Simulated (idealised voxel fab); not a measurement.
The process module that follows is named voxel self aligned vias.
Cross-section cut spans 270 nm and uses square cells 5 nm in size.
Think of the cross-section as a grid of square cells. We describe it in bands, top to bottom, and each band covers one or more rows of those cells.
For a band, the entry starts with two heights in nm, that of the top and then that of the bottom, and carries on with the band's materials in order from left to right, each alongside its width in nm; the word "everywhere" beside a single material means it fills the band edge to edge, and "blank" means empty space.
Note: height 0 marks the level under which the wafer is uniformly one material as received. Lowest band unbounded below, written "z 0 and below".
It should be noted that a width expressed as "30 to 40" varies in equal increments from row to row of cells within the band, taking the value of the first number at the top row and that of the second number at the bottom row.
For the purposes of this document, the phrase "no modifications" attached to a step denotes that no cell within the cross-section was modified by that step.
The entry titled "Voids, fully enclosed" provides the empty spaces that have no open way to the top, restricted to those of 8 cells or more. Each is presented as width x height at distance, the distance being measured from the left edge, with all three in nm.
On a step's line, text after the settings is the simulator commenting on that step.
overlay nm: mask offset rightward from planned place, masked step; negative means leftward offset.

**Here's what the planned process steps look like**
1 RECEIVE (material Si)
2 CONFORMAL_DEP (material SiO2; thk nm 15)
3 CONFORMAL_DEP (material SiCN; thk nm 5)
4 DIRECTIONAL_DEP (material lowk; thk nm 30)
5 MASKED_ETCH (tone open; mask id LINES; width nm 25; pitch nm 75; etch materials lowk; depth nm 30; overlay nm 0)
6 CONFORMAL_DEP (material TiN; thk nm 5)
7 FILL_DEP (material W; thk nm 10)
8 CMP (height nm 50)
9 SELECTIVE_ETCH (etch materials W Ru TiN; depth nm 5)
10 FILL_DEP (material SiN; thk nm 5)
11 CMP (height nm 50)
12 DIRECTIONAL_DEP (material lowk; thk nm 15)
13 MASKED_ETCH (tone open; mask id VIAS; width nm 45; pitch nm 75; etch materials lowk; depth nm 15; overlay nm 0)
14 MASKED_ETCH (tone open; mask id VIAS; width nm 45; pitch nm 75; etch materials SiN; depth nm 5; overlay nm 0)
15 CONFORMAL_DEP (material TiN; thk nm 5)
16 FILL_DEP (material Cu; thk nm 10)
17 CMP (height nm 65)
18 CONFORMAL_DEP (material SiN; thk nm 5)

**Wafer, first of two, run as planned**

**Received-state cross-section, reflecting completion of step 1**
  z 0 and below | Si everywhere
  Voids, fully enclosed: none

**Sectional view: wafer, after step 2**
  z 15 to 0 | SiO2 everywhere
  Heights below 0 show no change.

**Sectional view: wafer, after step 3**
  z 20 to 15 | SiCN everywhere
  Heights below 15 show no change.

**Sectional view: wafer, after step 4**
  z 50 to 20 | lowk everywhere
  Heights below 20 show no change.

**Sectional view: wafer, after step 5**
  z 50 to 20 | lowk 45 nm / blank 25 nm / lowk 50 nm / blank 25 nm / lowk 50 nm / blank 25 nm / lowk 50 nm
  Heights below 20 show no change.

**Sectional view: wafer, after step 6**
  z 55 to 50 | TiN 50 nm / blank 15 nm / TiN 60 nm / blank 15 nm / TiN 60 nm / blank 15 nm / TiN 55 nm
  z 50 to 25 | lowk 45 nm / TiN 5 nm / blank 15 nm / TiN 5 nm / lowk 50 nm / TiN 5 nm / blank 15 nm / TiN 5 nm / lowk 50 nm / TiN 5 nm / blank 15 nm / TiN 5 nm / lowk 50 nm
  z 25 to 20 | lowk 45 nm / TiN 25 nm / lowk 50 nm / TiN 25 nm / lowk 50 nm / TiN 25 nm / lowk 50 nm
  Heights below 20 show no change.

**Sectional view: wafer, after step 7**
  z 65 to 55 | W everywhere
  z 55 to 50 | TiN 50 nm / W 15 nm / TiN 60 nm / W 15 nm / TiN 60 nm / W 15 nm / TiN 55 nm
  z 50 to 25 | lowk 45 nm / TiN 5 nm / W 15 nm / TiN 5 nm / lowk 50 nm / TiN 5 nm / W 15 nm / TiN 5 nm / lowk 50 nm / TiN 5 nm / W 15 nm / TiN 5 nm / lowk 50 nm
  Heights below 25 show no change.

**Sectional view: wafer, after step 8**
  z 50 to 25 | lowk 45 nm / TiN 5 nm / W 15 nm / TiN 5 nm / lowk 50 nm / TiN 5 nm / W 15 nm / TiN 5 nm / lowk 50 nm / TiN 5 nm / W 15 nm / TiN 5 nm / lowk 50 nm
  Heights below 25 show no change.

**Sectional view: wafer, after step 9**
  z 50 to 45 | lowk 45 nm / blank 25 nm / lowk 50 nm / blank 25 nm / lowk 50 nm / blank 25 nm / lowk 50 nm
  Heights below 45 show no change.

**Sectional view: wafer, after step 10**
  z 55 to 50 | SiN everywhere
  z 50 to 45 | lowk 45 nm / SiN 25 nm / lowk 50 nm / SiN 25 nm / lowk 50 nm / SiN 25 nm / lowk 50 nm
  Heights below 45 show no change.

**Sectional view: wafer, after step 11**
  z 50 to 45 | lowk 45 nm / SiN 25 nm / lowk 50 nm / SiN 25 nm / lowk 50 nm / SiN 25 nm / lowk 50 nm
  Heights below 45 show no change.

**Sectional view: wafer, after step 12**
  z 65 to 50 | lowk everywhere
  Heights below 50 show no change.

**Sectional view: wafer, after step 13**
  z 65 to 50 | lowk 35 nm / blank 45 nm / lowk 30 nm / blank 45 nm / lowk 30 nm / blank 45 nm / lowk 40 nm
  Heights below 50 show no change.

**Sectional view: wafer, after step 14**
  z 65 to 50 | lowk 35 nm / blank 45 nm / lowk 30 nm / blank 45 nm / lowk 30 nm / blank 45 nm / lowk 40 nm
  z 50 to 45 | lowk 45 nm / blank 25 nm / lowk 50 nm / blank 25 nm / lowk 50 nm / blank 25 nm / lowk 50 nm
  Heights below 45 show no change.

**Sectional view: wafer, after step 15**
  z 70 to 65 | TiN 40 nm / blank 35 nm / TiN 40 nm / blank 35 nm / TiN 40 nm / blank 35 nm / TiN 45 nm
  z 65 to 55 | lowk 35 nm / TiN 5 nm / blank 35 nm / TiN 5 nm / lowk 30 nm / TiN 5 nm / blank 35 nm / TiN 5 nm / lowk 30 nm / TiN 5 nm / blank 35 nm / TiN 5 nm / lowk 40 nm
  z 55 to 50 | lowk 35 nm / TiN 15 nm / blank 15 nm / TiN 15 nm / lowk 30 nm / TiN 15 nm / blank 15 nm / TiN 15 nm / lowk 30 nm / TiN 15 nm / blank 15 nm / TiN 15 nm / lowk 40 nm
  z 50 to 45 | lowk 45 nm / TiN 25 nm / lowk 50 nm / TiN 25 nm / lowk 50 nm / TiN 25 nm / lowk 50 nm
  Heights below 45 show no change.

**Sectional view: wafer, after step 16**
  z 80 to 70 | Cu everywhere
  z 70 to 65 | TiN 40 nm / Cu 35 nm / TiN 40 nm / Cu 35 nm / TiN 40 nm / Cu 35 nm / TiN 45 nm
  z 65 to 55 | lowk 35 nm / TiN 5 nm / Cu 35 nm / TiN 5 nm / lowk 30 nm / TiN 5 nm / Cu 35 nm / TiN 5 nm / lowk 30 nm / TiN 5 nm / Cu 35 nm / TiN 5 nm / lowk 40 nm
  z 55 to 50 | lowk 35 nm / TiN 15 nm / Cu 15 nm / TiN 15 nm / lowk 30 nm / TiN 15 nm / Cu 15 nm / TiN 15 nm / lowk 30 nm / TiN 15 nm / Cu 15 nm / TiN 15 nm / lowk 40 nm
  Heights below 50 show no change.

**Sectional view: wafer, after step 17**
  z 65 to 55 | lowk 35 nm / TiN 5 nm / Cu 35 nm / TiN 5 nm / lowk 30 nm / TiN 5 nm / Cu 35 nm / TiN 5 nm / lowk 30 nm / TiN 5 nm / Cu 35 nm / TiN 5 nm / lowk 40 nm
  Heights below 55 show no change.

**Sectional view: wafer, after step 18**
  z 70 to 65 | SiN everywhere
  Heights below 65 show no change.

**It is to be noted that the second wafer proceeded from the same initial state and according to the same plan as the first, although one mistake was committed in its execution; through step 12, inclusive, the two wafers share an identical history**

**when step 13 should have ended**
  z 65 to 50 | lowk 45 nm / blank 45 nm / lowk 30 nm / blank 45 nm / lowk 30 nm / blank 45 nm / lowk 30 nm
  Heights below 50 show no change.

**when step 14 should have ended**
  z 65 to 50 | lowk 45 nm / blank 45 nm / lowk 30 nm / blank 45 nm / lowk 30 nm / blank 45 nm / lowk 30 nm
  z 50 to 45 | lowk 45 nm / blank 25 nm / lowk 50 nm / blank 25 nm / lowk 50 nm / blank 25 nm / lowk 50 nm
  Heights below 45 show no change.

**when step 15 should have ended**
  z 70 to 65 | TiN 50 nm / blank 35 nm / TiN 40 nm / blank 35 nm / TiN 40 nm / blank 35 nm / TiN 35 nm
  z 65 to 55 | lowk 45 nm / TiN 5 nm / blank 35 nm / TiN 5 nm / lowk 30 nm / TiN 5 nm / blank 35 nm / TiN 5 nm / lowk 30 nm / TiN 5 nm / blank 35 nm / TiN 5 nm / lowk 30 nm
  z 55 to 50 | lowk 45 nm / TiN 5 nm / blank 15 nm / TiN 25 nm / lowk 30 nm / TiN 5 nm / blank 15 nm / TiN 25 nm / lowk 30 nm / TiN 5 nm / blank 15 nm / TiN 25 nm / lowk 30 nm
  z 50 to 45 | lowk 45 nm / TiN 25 nm / lowk 50 nm / TiN 25 nm / lowk 50 nm / TiN 25 nm / lowk 50 nm
  Heights below 45 show no change.

**when step 16 should have ended**
  z 80 to 70 | Cu everywhere
  z 70 to 65 | TiN 50 nm / Cu 35 nm / TiN 40 nm / Cu 35 nm / TiN 40 nm / Cu 35 nm / TiN 35 nm
  z 65 to 55 | lowk 45 nm / TiN 5 nm / Cu 35 nm / TiN 5 nm / lowk 30 nm / TiN 5 nm / Cu 35 nm / TiN 5 nm / lowk 30 nm / TiN 5 nm / Cu 35 nm / TiN 5 nm / lowk 30 nm
  z 55 to 50 | lowk 45 nm / TiN 5 nm / Cu 15 nm / TiN 25 nm / lowk 30 nm / TiN 5 nm / Cu 15 nm / TiN 25 nm / lowk 30 nm / TiN 5 nm / Cu 15 nm / TiN 25 nm / lowk 30 nm
  Heights below 50 show no change.

**when step 17 should have ended**
  z 65 to 55 | lowk 45 nm / TiN 5 nm / Cu 35 nm / TiN 5 nm / lowk 30 nm / TiN 5 nm / Cu 35 nm / TiN 5 nm / lowk 30 nm / TiN 5 nm / Cu 35 nm / TiN 5 nm / lowk 30 nm
  Heights below 55 show no change.

**when step 18 should have ended**
  z 70 to 65 | SiN everywhere
  Heights below 65 show no change.
Want to know what went wrong? not per plan at step 13, really ran MASKED_ETCH (tone open; mask id VIAS; width nm 45; pitch nm 75; etch materials lowk; depth nm 15; overlay nm 10)
The concluding comparison shows that, measured in cells, each material is equally abundant on both wafers, albeit at different positions.
